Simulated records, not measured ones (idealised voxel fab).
Process module heading - voxel trench capacitor
Square cells of 5 nm make up the cross-section cut, whose width is 190 nm.
Cross-section, as written here: a square-cell grid given band by band from the top down, where a band holds one or more rows of cells.
Per band: top height and bottom height in nm, followed by the left-to-right materials and their widths in nm; "everywhere" marks a single material spanning edge to edge, "blank" marks empty space.
Heights are expressed relative to 0, this being the level below which the as-received wafer comprises one material exclusively. The lowest band is unbounded in the downward direction and is denoted as in "0 -> down".
Think of "30 to 40" as a width that walks from the first number to the second as you go down the band, top row to bottom row, taking equal-sized steps from row to row.
It should be understood that the words "no change occurred", when stated for a given step, signify that the cross-section underwent no change in any of its cells during that step.
Any empty space of 8 cells or more lacking an open way to the top shows up in "Fully sealed cavities" as width x height at distance, distance from the left edge, in nm.
Text after the settings on a step's line: the simulator's own remark on that step.
When a step includes a mask, the "overlay nm" setting on its line states how far to the right of its planned place that mask lay, and negative values state how far to the left.
What follows is a series of pairs. Each pair shows a cross-section before one process step and the cross-section after it, and the after view is drawn only down to the lowest band that changed. Beneath each pair is the step that lies between the two, with its settings. Pairs may come from different runs of this module on the same starting wafer, so a pair continues from the one above it only where its entry headed "State on entry" says so.
# State on entry
* 10 -> 5 | HfO2=40, blank=20, HfO2=35, blank=20, HfO2=35, blank=20, HfO2=20
* 5 -> 0 | SiN=35, HfO2=5, blank=20, HfO2=5, SiN=25, HfO2=5, blank=20, HfO2=5, SiN=25, HfO2=5, blank=20, HfO2=5, SiN=15
* 0 -> -25 | Si=35, HfO2=5, blank=20, HfO2=5, Si=25, HfO2=5, blank=20, HfO2=5, Si=25, HfO2=5, blank=20, HfO2=5, Si=15
* -25 -> -30 | Si=35, HfO2=30, Si=25, HfO2=30, Si=25, HfO2=30, Si=15
* -30 -> down | Si everywhere
* Fully sealed cavities: none
# Post-Step Snapshot
* 15 -> 10 | TiN=45, blank=10, TiN=45, blank=10, TiN=45, blank=10, TiN=25
* 10 -> 5 | HfO2=40, TiN=5, blank=10, TiN=5, HfO2=35, TiN=5, blank=10, TiN=5, HfO2=35, TiN=5, blank=10, TiN=5, HfO2=20
* 5 -> 0 | SiN=35, HfO2=5, TiN=5, blank=10, TiN=5, HfO2=5, SiN=25, HfO2=5, TiN=5, blank=10, TiN=5, HfO2=5, SiN=25, HfO2=5, TiN=5, blank=10, TiN=5, HfO2=5, SiN=15
* 0 -> -20 | Si=35, HfO2=5, TiN=5, blank=10, TiN=5, HfO2=5, Si=25, HfO2=5, TiN=5, blank=10, TiN=5, HfO2=5, Si=25, HfO2=5, TiN=5, blank=10, TiN=5, HfO2=5, Si=15
* -20 -> -25 | Si=35, HfO2=5, TiN=20, HfO2=5, Si=25, HfO2=5, TiN=20, HfO2=5, Si=25, HfO2=5, TiN=20, HfO2=5, Si=15
* Anything lower than -25 is untouched.
* Fully sealed cavities: none
Here is the step that sits between the two cross-sections above: CONFORMAL_DEP,material TiN,thk nm 5
State on entry: this step begins from the cross-section that the pair just above shows after its step.
# Post-Step Snapshot
* 25 -> 15 | W everywhere
* 15 -> 10 | TiN=45, W=10, TiN=45, W=10, TiN=45, W=10, TiN=25
* 10 -> 5 | HfO2=40, TiN=5, W=10, TiN=5, HfO2=35, TiN=5, W=10, TiN=5, HfO2=35, TiN=5, W=10, TiN=5, HfO2=20
* 5 -> 0 | SiN=35, HfO2=5, TiN=5, W=10, TiN=5, HfO2=5, SiN=25, HfO2=5, TiN=5, W=10, TiN=5, HfO2=5, SiN=25, HfO2=5, TiN=5, W=10, TiN=5, HfO2=5, SiN=15
* 0 -> -20 | Si=35, HfO2=5, TiN=5, W=10, TiN=5, HfO2=5, Si=25, HfO2=5, TiN=5, W=10, TiN=5, HfO2=5, Si=25, HfO2=5, TiN=5, W=10, TiN=5, HfO2=5, Si=15
* Anything lower than -20 is untouched.
* Fully sealed cavities: none
Here is the step that sits between the two cross-sections above: FILL_DEP,material W,thk nm 10
State on entry: this step begins from the cross-section that the pair just above shows after its step.
# Post-Step Snapshot
* 5 -> 0 | SiN=35, HfO2=5, TiN=5, W=10, TiN=5, HfO2=5, SiN=25, HfO2=5, TiN=5, W=10, TiN=5, HfO2=5, SiN=25, HfO2=5, TiN=5, W=10, TiN=5, HfO2=5, SiN=15
* Anything lower than 0 is untouched.
* Fully sealed cavities: none
Here is the step that sits between the two cross-sections above: CMP,height nm 5
# State on entry
* 10 -> 5 | HfO2=30, blank=20, HfO2=35, blank=20, HfO2=35, blank=20, HfO2=30
* 5 -> 0 | SiN=25, HfO2=5, blank=20, HfO2=5, SiN=25, HfO2=5, blank=20, HfO2=5, SiN=25, HfO2=5, blank=20, HfO2=5, SiN=25
* 0 -> -25 | Si=25, HfO2=5, blank=20, HfO2=5, Si=25, HfO2=5, blank=20, HfO2=5, Si=25, HfO2=5, blank=20, HfO2=5, Si=25
* -25 -> -30 | Si=25, HfO2=30, Si=25, HfO2=30, Si=25, HfO2=30, Si=25
* -30 -> down | Si everywhere
* Fully sealed cavities: none
# Post-Step Snapshot
* 15 -> 10 | aC=35, blank=10, aC=45, blank=10, aC=45, blank=10, aC=35
* 10 -> 5 | HfO2=30, aC=5, blank=10, aC=5, HfO2=35, aC=5, blank=10, aC=5, HfO2=35, aC=5, blank=10, aC=5, HfO2=30
* 5 -> 0 | SiN=25, HfO2=5, aC=5, blank=10, aC=5, HfO2=5, SiN=25, HfO2=5, aC=5, blank=10, aC=5, HfO2=5, SiN=25, HfO2=5, aC=5, blank=10, aC=5, HfO2=5, SiN=25
* 0 -> -20 | Si=25, HfO2=5, aC=5, blank=10, aC=5, HfO2=5, Si=25, HfO2=5, aC=5, blank=10, aC=5, HfO2=5, Si=25, HfO2=5, aC=5, blank=10, aC=5, HfO2=5, Si=25
* -20 -> -25 | Si=25, HfO2=5, aC=20, HfO2=5, Si=25, HfO2=5, aC=20, HfO2=5, Si=25, HfO2=5, aC=20, HfO2=5, Si=25
* Anything lower than -25 is untouched.
* Fully sealed cavities: none
Here is the step that sits between the two cross-sections above: CONFORMAL_DEP,material aC,thk nm 5
State on entry: this step begins from the cross-section that the pair just above shows after its step.
# Post-Step Snapshot
* 25 -> 15 | W everywhere
* 15 -> 10 | aC=35, W=10, aC=45, W=10, aC=45, W=10, aC=35
* 10 -> 5 | HfO2=30, aC=5, W=10, aC=5, HfO2=35, aC=5, W=10, aC=5, HfO2=35, aC=5, W=10, aC=5, HfO2=30
* 5 -> 0 | SiN=25, HfO2=5, aC=5, W=10, aC=5, HfO2=5, SiN=25, HfO2=5, aC=5, W=10, aC=5, HfO2=5, SiN=25, HfO2=5, aC=5, W=10, aC=5, HfO2=5, SiN=25
* 0 -> -20 | Si=25, HfO2=5, aC=5, W=10, aC=5, HfO2=5, Si=25, HfO2=5, aC=5, W=10, aC=5, HfO2=5, Si=25, HfO2=5, aC=5, W=10, aC=5, HfO2=5, Si=25
* Anything lower than -20 is untouched.
* Fully sealed cavities: none
Here is the step that sits between the two cross-sections above: FILL_DEP,material W,thk nm 10
State on entry: this step begins from the cross-section that the pair just above shows after its step.
# Post-Step Snapshot
* 5 -> 0 | SiN=25, HfO2=5, aC=5, W=10, aC=5, HfO2=5, SiN=25, HfO2=5, aC=5, W=10, aC=5, HfO2=5, SiN=25, HfO2=5, aC=5, W=10, aC=5, HfO2=5, SiN=25
* Anything lower than 0 is untouched.
* Fully sealed cavities: none
Here is the step that sits between the two cross-sections above: CMP,height nm 5
# State on entry
* 15 -> 5 | aC everywhere
* 5 -> 0 | SiN everywhere
* 0 -> down | Si everywhere
* Fully sealed cavities: none
# Post-Step Snapshot
* 40 -> 15 | blank=25, resist=30, blank=25, resist=30, blank=25, resist=30, blank=25
* Anything lower than 15 is untouched.
* Fully sealed cavities: none
Here is the step that sits between the two cross-sections above: PATTERN,tone cover,mask id TRENCH,material resist,width nm 30,pitch nm 55,thk nm 25,overlay nm 0
State on entry: this step begins from the cross-section that the pair just above shows after its step.
# Post-Step Snapshot
* 30 -> 15 | blank=25, resist=30, blank=25, resist=30, blank=25, resist=30, blank=25
* 15 -> 5 | blank=25, aC=30, blank=25, aC=30, blank=25, aC=30, blank=25
* Anything lower than 5 is untouched.
* Fully sealed cavities: none
Here is the step that sits between the two cross-sections above: DIRECTIONAL_ETCH,etch materials aC,depth nm 10
State on entry: this step begins from the cross-section that the pair just above shows after its step.
# Post-Step Snapshot
* 15 -> 5 | blank=25, aC=30, blank=25, aC=30, blank=25, aC=30, blank=25
* Anything lower than 5 is untouched.
* Fully sealed cavities: none
Here is the step that sits between the two cross-sections above: STRIP,etch materials resist
State on entry: this step begins from the cross-section that the pair just above shows after its step.
# Post-Step Snapshot
* 15 -> 5 | blank=25, aC=30, blank=25, aC=30, blank=25, aC=30, blank=25
* 5 -> 0 | blank=25, SiN=30, blank=25, SiN=30, blank=25, SiN=30, blank=25
* Anything lower than 0 is untouched.
* Fully sealed cavities: none
Here is the step that sits between the two cross-sections above: DIRECTIONAL_ETCH,etch materials SiN,depth nm 5
State on entry: this step begins from the cross-section that the pair just above shows after its step.
# Post-Step Snapshot
* 15 -> 5 | blank=25, aC=30, blank=25, aC=30, blank=25, aC=30, blank=25
* 5 -> 0 | blank=25, SiN=30, blank=25, SiN=30, blank=25, SiN=30, blank=25
* 0 -> -30 | blank=25, Si=30, blank=25, Si=30, blank=25, Si=30, blank=25
* Anything lower than -30 is untouched.
* Fully sealed cavities: none
Here is the step that sits between the two cross-sections above: DIRECTIONAL_ETCH,etch materials Si,depth nm 30
State on entry: this step begins from the cross-section that the pair just above shows after its step.
# Post-Step Snapshot
* 5 -> 0 | blank=25, SiN=30, blank=25, SiN=30, blank=25, SiN=30, blank=25
* Anything lower than 0 is untouched.
* Fully sealed cavities: none
Here is the step that sits between the two cross-sections above: STRIP,etch materials aC
State on entry: this step begins from the cross-section that the pair just above shows after its step.
# Post-Step Snapshot
* 10 -> 5 | blank=20, HfO2=40, blank=15, HfO2=40, blank=15, HfO2=40, blank=20
* 5 -> 0 | blank=20, HfO2=5, SiN=30, HfO2=5, blank=15, HfO2=5, SiN=30, HfO2=5, blank=15, HfO2=5, SiN=30, HfO2=5, blank=20
* 0 -> -25 | blank=20, HfO2=5, Si=30, HfO2=5, blank=15, HfO2=5, Si=30, HfO2=5, blank=15, HfO2=5, Si=30, HfO2=5, blank=20
* -25 -> -30 | HfO2=25, Si=30, HfO2=25, Si=30, HfO2=25, Si=30, HfO2=25
* Anything lower than -30 is untouched.
* Fully sealed cavities: none
Here is the step that sits between the two cross-sections above: CONFORMAL_DEP,material HfO2,thk nm 5
State on entry: this step begins from the cross-section that the pair just above shows after its step.
# Post-Step Snapshot
* 15 -> 10 | blank=15, TiN=50, blank=5, TiN=50, blank=5, TiN=50, blank=15
* 10 -> 5 | blank=15, TiN=5, HfO2=40, TiN=5, blank=5, TiN=5, HfO2=40, TiN=5, blank=5, TiN=5, HfO2=40, TiN=5, blank=15
* 5 -> 0 | blank=15, TiN=5, HfO2=5, SiN=30, HfO2=5, TiN=5, blank=5, TiN=5, HfO2=5, SiN=30, HfO2=5, TiN=5, blank=5, TiN=5, HfO2=5, SiN=30, HfO2=5, TiN=5, blank=15
* 0 -> -20 | blank=15, TiN=5, HfO2=5, Si=30, HfO2=5, TiN=5, blank=5, TiN=5, HfO2=5, Si=30, HfO2=5, TiN=5, blank=5, TiN=5, HfO2=5, Si=30, HfO2=5, TiN=5, blank=15
* -20 -> -25 | TiN=20, HfO2=5, Si=30, HfO2=5, TiN=15, HfO2=5, Si=30, HfO2=5, TiN=15, HfO2=5, Si=30, HfO2=5, TiN=20
* Anything lower than -25 is untouched.
* Fully sealed cavities: none
Here is the step that sits between the two cross-sections above: CONFORMAL_DEP,material TiN,thk nm 5
State on entry: this step begins from the cross-section that the pair just above shows after its step.
# Post-Step Snapshot
* 25 -> 15 | W everywhere
* 15 -> 10 | W=15, TiN=50, W=5, TiN=50, W=5, TiN=50, W=15
* 10 -> 5 | W=15, TiN=5, HfO2=40, TiN=5, W=5, TiN=5, HfO2=40, TiN=5, W=5, TiN=5, HfO2=40, TiN=5, W=15
* 5 -> 0 | W=15, TiN=5, HfO2=5, SiN=30, HfO2=5, TiN=5, W=5, TiN=5, HfO2=5, SiN=30, HfO2=5, TiN=5, W=5, TiN=5, HfO2=5, SiN=30, HfO2=5, TiN=5, W=15
* 0 -> -20 | W=15, TiN=5, HfO2=5, Si=30, HfO2=5, TiN=5, W=5, TiN=5, HfO2=5, Si=30, HfO2=5, TiN=5, W=5, TiN=5, HfO2=5, Si=30, HfO2=5, TiN=5, W=15
* Anything lower than -20 is untouched.
* Fully sealed cavities: none
Here is the step that sits between the two cross-sections above: FILL_DEP,material W,thk nm 10
State on entry: this step begins from the cross-section that the pair just above shows after its step.
# Post-Step Snapshot
* 5 -> 0 | W=15, TiN=5, HfO2=5, SiN=30, HfO2=5, TiN=5, W=5, TiN=5, HfO2=5, SiN=30, HfO2=5, TiN=5, W=5, TiN=5, HfO2=5, SiN=30, HfO2=5, TiN=5, W=15
* Anything lower than 0 is untouched.
* Fully sealed cavities: none
Here is the step that sits between the two cross-sections above: CMP,height nm 5
